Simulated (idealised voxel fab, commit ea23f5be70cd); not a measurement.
process module | voxel ribs on slabs
cross-section cut | 270 nm wide | cells 5 nm
A cross-section is a grid of square cells, given in bands from the top down. A band is one or more rows of cells.
Each band's line starts with the height of the band's top and of its bottom, in nm. Then come its materials from left to right, each with its width in nm. One material with "throughout" fills the band from edge to edge. "air" is empty space.
Height 0 is the level under which the wafer as received is all one material. The lowest band goes on downwards, as in "0 down".
A width such as "30 to 40" changes by the same amount from each row of cells to the next, from the band's top row to its bottom row.
"no change" after a step means that no cell of the cross-section changed.
closed voids: empty space of 8 cells or more with no open way to the top, each as width x height at its distance from the left edge, in nm
after a step's settings: what the simulator itself notes on the step
overlay nm, on a step with a mask: how far to the right of its planned place the mask lay; to the left if negative
plan
1 op RECEIVE | material Si
2 op DIRECTIONAL_DEP | material SiO2 | thk nm 20
3 op DIRECTIONAL_DEP | material polySi | thk nm 15
4 op MASKED_ETCH | tone cover | mask id RIB | width nm 30 | etch materials polySi | depth nm 5 | overlay nm 0
5 op PATTERN | tone cover | mask id SLAB | material resist | width nm 60 | thk nm 15 | overlay nm 0
6 op DIRECTIONAL_ETCH | etch materials polySi | depth nm 10
7 op STRIP | etch materials resist
8 op FILL_DEP | material SiO2 | thk nm 20
9 op CMP | height nm 50
10 op DIRECTIONAL_DEP | material W | thk nm 5
11 op DIRECTIONAL_DEP | material aC | thk nm 10
12 op PATTERN | tone cover | mask id HEATER | material resist | width nm 40 | thk nm 25 | overlay nm 0
13 op DIRECTIONAL_ETCH | etch materials aC | depth nm 10
14 op STRIP | etch materials resist
15 op DIRECTIONAL_ETCH | etch materials W | depth nm 5
16 op STRIP | etch materials aC
17 op CONFORMAL_DEP | material SiO2 | thk nm 5
first wafer, as planned
as received, after step 1
  0 down: Si throughout
  closed voids: none
after step 2
  20 to 0: SiO2 throughout
  below 0: unchanged
after step 3
  35 to 20: polySi throughout
  below 20: unchanged
after step 4
  35 to 30: air 120 | polySi 30 | air 120
  below 30: unchanged
after step 5
  50 to 35: air 105 | resist 60 | air 105
  35 to 30: air 105 | resist 15 | polySi 30 | resist 15 | air 105
  below 30: unchanged
after step 6
  50 to 35: air 105 | resist 60 | air 105
  35 to 30: air 105 | resist 15 | polySi 30 | resist 15 | air 105
  30 to 20: air 105 | polySi 60 | air 105
  below 20: unchanged
after step 7
  35 to 30: air 120 | polySi 30 | air 120
  below 30: unchanged
after step 8
  55 to 35: SiO2 throughout
  35 to 30: SiO2 120 | polySi 30 | SiO2 120
  30 to 20: SiO2 105 | polySi 60 | SiO2 105
  below 20: unchanged
after step 9
  50 to 35: SiO2 throughout
  below 35: unchanged
after step 10
  55 to 50: W throughout
  below 50: unchanged
after step 11
  65 to 55: aC throughout
  below 55: unchanged
after step 12
  90 to 65: air 115 | resist 40 | air 115
  below 65: unchanged
after step 13
  80 to 65: air 115 | resist 40 | air 115
  65 to 55: air 115 | aC 40 | air 115
  below 55: unchanged
after step 14
  65 to 55: air 115 | aC 40 | air 115
  below 55: unchanged
after step 15
  65 to 55: air 115 | aC 40 | air 115
  55 to 50: air 115 | W 40 | air 115
  below 50: unchanged
after step 16
  55 to 50: air 115 | W 40 | air 115
  below 50: unchanged
after step 17
  60 to 55: air 110 | SiO2 50 | air 110
  55 to 50: SiO2 115 | W 40 | SiO2 115
  below 50: unchanged
second wafer: like start, like plan, one mistake. Through step 7 it matches the first wafer
when step 8 should have ended
  55 to 35: W throughout
  35 to 30: W 120 | polySi 30 | W 120
  30 to 20: W 105 | polySi 60 | W 105
  below 20: unchanged
when step 9 should have ended
  50 to 35: W throughout
  below 35: unchanged
when step 10 should have ended
  55 to 35: W throughout
  below 35: unchanged
when step 11 should have ended
  65 to 55: aC throughout
  below 55: unchanged
when step 12 should have ended
  90 to 65: air 115 | resist 40 | air 115
  below 65: unchanged
when step 13 should have ended
  80 to 65: air 115 | resist 40 | air 115
  65 to 55: air 115 | aC 40 | air 115
  below 55: unchanged
when step 14 should have ended
  65 to 55: air 115 | aC 40 | air 115
  below 55: unchanged
when step 15 should have ended
  65 to 55: air 115 | aC 40 | air 115
  55 to 50: air 115 | W 40 | air 115
  below 50: unchanged
when step 16 should have ended
  55 to 50: air 115 | W 40 | air 115
  below 50: unchanged
when step 17 should have ended
  60 to 55: air 110 | SiO2 50 | air 110
  55 to 50: SiO2 115 | W 40 | SiO2 115
  below 50: unchanged
what went wrong: step 8 ran as: op FILL_DEP | material W | thk nm 20
at the end the second wafer has, in cells: 294 fewer of SiO2 | 294 more of W
